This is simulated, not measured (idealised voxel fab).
Process module name: voxel capacitor over wiring
Cross-sectional view cut (width: 245 nm; square cell size: 5 nm).
If you're reading a cross-section in this doc, picture square cells in a grid; it comes to you as bands, top ones listed first down to the bottom, and a band can be one or more rows of cells.
Band: top and bottom heights (nm) first, top before bottom; then materials from left to right, widths in nm. "throughout" marks a sole material filling the band edge to edge. "air" denotes empty space.
Ref level 0: as-received wafer is one material below here. Bottom band extends down with no lower bound ("from 0 down").
You'd read "30->40" like this: the band's top row of cells is as wide as the first number, its bottom row is as wide as the second, and going down, every row changes width by the same amount as the row before did.
A step reported as "identical to before" is a step in which no cell of the cross-section changed.
The list in "Closed void register" covers empty spaces of 8 cells or more that cannot reach the top through any open way, and it gives each as width x height at distance; the distance is from the left edge, and width, height and distance are in nm.
after a step's settings: what the simulator itself notes on the step
overlay nm, on a step with a mask: how far to the right of its planned place the mask lay; to the left if negative
### Set out below are the planned steps of the process
- 1: op RECEIVE | material Si
- 2: op CONFORMAL_DEP | material SiO2 | thk nm 15
- 3: op CONFORMAL_DEP | material SiN | thk nm 5
- 4: op DIRECTIONAL_DEP | material lowk | thk nm 25
- 5: op PATTERN | tone open | mask id METAL_1 | material resist | width nm 20 | pitch nm 75 | thk nm 20 | overlay nm 0
- 6: op DIRECTIONAL_ETCH | etch materials lowk | depth nm 25
- 7: op DIRECTIONAL_ETCH | etch materials SiN | depth nm 5
- 8: op STRIP | etch materials resist
- 9: op CONFORMAL_DEP | material TiN | thk nm 5
- 10: op FILL_DEP | material Cu | thk nm 5
- 11: op CMP | height nm 45
- 12: op CONFORMAL_DEP | material SiCN | thk nm 5
- 13: op DIRECTIONAL_DEP | material lowk | thk nm 10
- 14: op PATTERN | tone open | mask id PLUG_1 | material resist | width nm 15 | thk nm 20 | overlay nm 0
- 15: op DIRECTIONAL_ETCH | etch materials lowk | depth nm 10
- 16: op DIRECTIONAL_ETCH | etch materials SiCN | depth nm 5
- 17: op STRIP | etch materials resist
- 18: op CONFORMAL_DEP | material TiN | thk nm 5
- 19: op FILL_DEP | material Cu | thk nm 5
- 20: op CMP | height nm 60
- 21: op DIRECTIONAL_DEP | material TiN | thk nm 10
- 22: op DIRECTIONAL_DEP | material HfO2 | thk nm 5
- 23: op DIRECTIONAL_DEP | material TiN | thk nm 10
- 24: op MASKED_ETCH | tone cover | mask id UPPER_PLATE | width nm 60 | etch materials TiN | depth nm 10 | overlay nm 0
- 25: op MASKED_ETCH | tone cover | mask id UPPER_PLATE | width nm 60 | etch materials HfO2 | depth nm 5 | overlay nm 0
- 26: op MASKED_ETCH | tone cover | mask id LOWER_PLATE | width nm 70 | etch materials TiN | depth nm 10 | overlay nm 0
- 27: op FILL_DEP | material SiO2 | thk nm 15
- 28: op CMP | height nm 95
- 29: op MASKED_ETCH | tone open | mask id PLUG_2 | width nm 15 | etch materials SiO2 | depth nm 10 | overlay nm 0
- 30: op CONFORMAL_DEP | material TiN | thk nm 5
- 31: op FILL_DEP | material Cu | thk nm 10
- 32: op CMP | height nm 95
- 33: op CONFORMAL_DEP | material SiCN | thk nm 5
### The following pertains to the first of two wafers, which was processed as planned
### Cross-section, incoming material, after step 1
from 0 down: Si throughout
Closed void register: none
### Wafer section view after processing step 2
from 15 to 0: SiO2 throughout
Anything lower than 0 is untouched.
### Wafer section view after processing step 3
from 20 to 15: SiN throughout
Anything lower than 15 is untouched.
### Wafer section view after processing step 4
from 45 to 20: lowk throughout
Anything lower than 20 is untouched.
### Wafer section view after processing step 5
from 65 to 45: 75 nm resist, 20 nm air, 55 nm resist, 20 nm air, 75 nm resist
Anything lower than 45 is untouched.
### Wafer section view after processing step 6
from 65 to 45: 75 nm resist, 20 nm air, 55 nm resist, 20 nm air, 75 nm resist
from 45 to 20: 75 nm lowk, 20 nm air, 55 nm lowk, 20 nm air, 75 nm lowk
Anything lower than 20 is untouched.
### Wafer section view after processing step 7
from 65 to 45: 75 nm resist, 20 nm air, 55 nm resist, 20 nm air, 75 nm resist
from 45 to 20: 75 nm lowk, 20 nm air, 55 nm lowk, 20 nm air, 75 nm lowk
from 20 to 15: 75 nm SiN, 20 nm air, 55 nm SiN, 20 nm air, 75 nm SiN
Anything lower than 15 is untouched.
### Wafer section view after processing step 8
from 45 to 20: 75 nm lowk, 20 nm air, 55 nm lowk, 20 nm air, 75 nm lowk
Anything lower than 20 is untouched.
### Wafer section view after processing step 9
from 50 to 45: 80 nm TiN, 10 nm air, 65 nm TiN, 10 nm air, 80 nm TiN
from 45 to 20: 75 nm lowk, 5 nm TiN, 10 nm air, 5 nm TiN, 55 nm lowk, 5 nm TiN, 10 nm air, 5 nm TiN, 75 nm lowk
from 20 to 15: 75 nm SiN, 20 nm TiN, 55 nm SiN, 20 nm TiN, 75 nm SiN
Anything lower than 15 is untouched.
### Wafer section view after processing step 10
from 55 to 50: Cu throughout
from 50 to 45: 80 nm TiN, 10 nm Cu, 65 nm TiN, 10 nm Cu, 80 nm TiN
from 45 to 20: 75 nm lowk, 5 nm TiN, 10 nm Cu, 5 nm TiN, 55 nm lowk, 5 nm TiN, 10 nm Cu, 5 nm TiN, 75 nm lowk
Anything lower than 20 is untouched.
### Wafer section view after processing step 11
from 45 to 20: 75 nm lowk, 5 nm TiN, 10 nm Cu, 5 nm TiN, 55 nm lowk, 5 nm TiN, 10 nm Cu, 5 nm TiN, 75 nm lowk
Anything lower than 20 is untouched.
### Wafer section view after processing step 12
from 50 to 45: SiCN throughout
Anything lower than 45 is untouched.
### Wafer section view after processing step 13
from 60 to 50: lowk throughout
Anything lower than 50 is untouched.
### Wafer section view after processing step 14
from 80 to 60: 80 nm resist, 15 nm air, 150 nm resist
Anything lower than 60 is untouched.
### Wafer section view after processing step 15
from 80 to 60: 80 nm resist, 15 nm air, 150 nm resist
from 60 to 50: 80 nm lowk, 15 nm air, 150 nm lowk
Anything lower than 50 is untouched.
### Wafer section view after processing step 16
from 80 to 60: 80 nm resist, 15 nm air, 150 nm resist
from 60 to 50: 80 nm lowk, 15 nm air, 150 nm lowk
from 50 to 45: 80 nm SiCN, 15 nm air, 150 nm SiCN
Anything lower than 45 is untouched.
### Wafer section view after processing step 17
from 60 to 50: 80 nm lowk, 15 nm air, 150 nm lowk
Anything lower than 50 is untouched.
### Wafer section view after processing step 18
from 65 to 60: 85 nm TiN, 5 nm air, 155 nm TiN
from 60 to 50: 80 nm lowk, 5 nm TiN, 5 nm air, 5 nm TiN, 150 nm lowk
from 50 to 45: 80 nm SiCN, 15 nm TiN, 150 nm SiCN
Anything lower than 45 is untouched.
### Wafer section view after processing step 19
from 70 to 65: Cu throughout
from 65 to 60: 85 nm TiN, 5 nm Cu, 155 nm TiN
from 60 to 50: 80 nm lowk, 5 nm TiN, 5 nm Cu, 5 nm TiN, 150 nm lowk
Anything lower than 50 is untouched.
### Wafer section view after processing step 20
from 60 to 50: 80 nm lowk, 5 nm TiN, 5 nm Cu, 5 nm TiN, 150 nm lowk
Anything lower than 50 is untouched.
### Wafer section view after processing step 21
from 70 to 60: TiN throughout
Anything lower than 60 is untouched.
### Wafer section view after processing step 22
from 75 to 70: HfO2 throughout
Anything lower than 70 is untouched.
### Wafer section view after processing step 23
from 85 to 75: TiN throughout
Anything lower than 75 is untouched.
### Wafer section view after processing step 24
from 85 to 75: 80 nm air, 60 nm TiN, 105 nm air
Anything lower than 75 is untouched.
### Wafer section view after processing step 25
from 85 to 75: 80 nm air, 60 nm TiN, 105 nm air
from 75 to 70: 80 nm air, 60 nm HfO2, 105 nm air
Anything lower than 70 is untouched.
### Wafer section view after processing step 26
from 85 to 75: 80 nm air, 60 nm TiN, 105 nm air
from 75 to 70: 80 nm air, 60 nm HfO2, 105 nm air
from 70 to 60: 75 nm air, 70 nm TiN, 100 nm air
Anything lower than 60 is untouched.
### Wafer section view after processing step 27
from 100 to 85: SiO2 throughout
from 85 to 75: 80 nm SiO2, 60 nm TiN, 105 nm SiO2
from 75 to 70: 80 nm SiO2, 60 nm HfO2, 105 nm SiO2
from 70 to 60: 75 nm SiO2, 70 nm TiN, 100 nm SiO2
Anything lower than 60 is untouched.
### Wafer section view after processing step 28
from 95 to 85: SiO2 throughout
Anything lower than 85 is untouched.
### Wafer section view after processing step 29
from 95 to 85: 90 nm SiO2, 15 nm air, 140 nm SiO2
Anything lower than 85 is untouched.
### Wafer section view after processing step 30
from 100 to 95: 95 nm TiN, 5 nm air, 145 nm TiN
from 95 to 90: 90 nm SiO2, 5 nm TiN, 5 nm air, 5 nm TiN, 140 nm SiO2
from 90 to 85: 90 nm SiO2, 15 nm TiN, 140 nm SiO2
Anything lower than 85 is untouched.
### Wafer section view after processing step 31
from 110 to 100: Cu throughout
from 100 to 95: 95 nm TiN, 5 nm Cu, 145 nm TiN
from 95 to 90: 90 nm SiO2, 5 nm TiN, 5 nm Cu, 5 nm TiN, 140 nm SiO2
Anything lower than 90 is untouched.
### Wafer section view after processing step 32
from 95 to 90: 90 nm SiO2, 5 nm TiN, 5 nm Cu, 5 nm TiN, 140 nm SiO2
Anything lower than 90 is untouched.
### Wafer section view after processing step 33
from 100 to 95: SiCN throughout
Anything lower than 95 is untouched.
### For the second wafer, take the first wafer's start and plan, then add one mistake made in running it; everything through step 28, that step included, is shared with the first
### Here is the second wafer in cross-section at the point where step 29 of the plan should have been done
from 95 to 85: 90 nm SiO2, 20 nm air, 135 nm SiO2
Anything lower than 85 is untouched.
### Here is the second wafer in cross-section at the point where step 30 of the plan should have been done
from 100 to 95: 95 nm TiN, 10 nm air, 140 nm TiN
from 95 to 90: 90 nm SiO2, 5 nm TiN, 10 nm air, 5 nm TiN, 135 nm SiO2
from 90 to 85: 90 nm SiO2, 20 nm TiN, 135 nm SiO2
Anything lower than 85 is untouched.
### Here is the second wafer in cross-section at the point where step 31 of the plan should have been done
from 110 to 100: Cu throughout
from 100 to 95: 95 nm TiN, 10 nm Cu, 140 nm TiN
from 95 to 90: 90 nm SiO2, 5 nm TiN, 10 nm Cu, 5 nm TiN, 135 nm SiO2
Anything lower than 90 is untouched.
### Here is the second wafer in cross-section at the point where step 32 of the plan should have been done
from 95 to 90: 90 nm SiO2, 5 nm TiN, 10 nm Cu, 5 nm TiN, 135 nm SiO2
Anything lower than 90 is untouched.
### Here is the second wafer in cross-section at the point where step 33 of the plan should have been done
from 100 to 95: SiCN throughout
Anything lower than 95 is untouched.
Run error: heads up, step 29 didn't go per plan, it actually ran as op MASKED_ETCH | tone open | mask id PLUG_2 | width nm 20 | etch materials SiO2 | depth nm 10 | overlay nm 0
Per the end-of-run cell counts, the second wafer holds more or fewer of some materials than the first: Cu +1, SiO2 -2, TiN +1
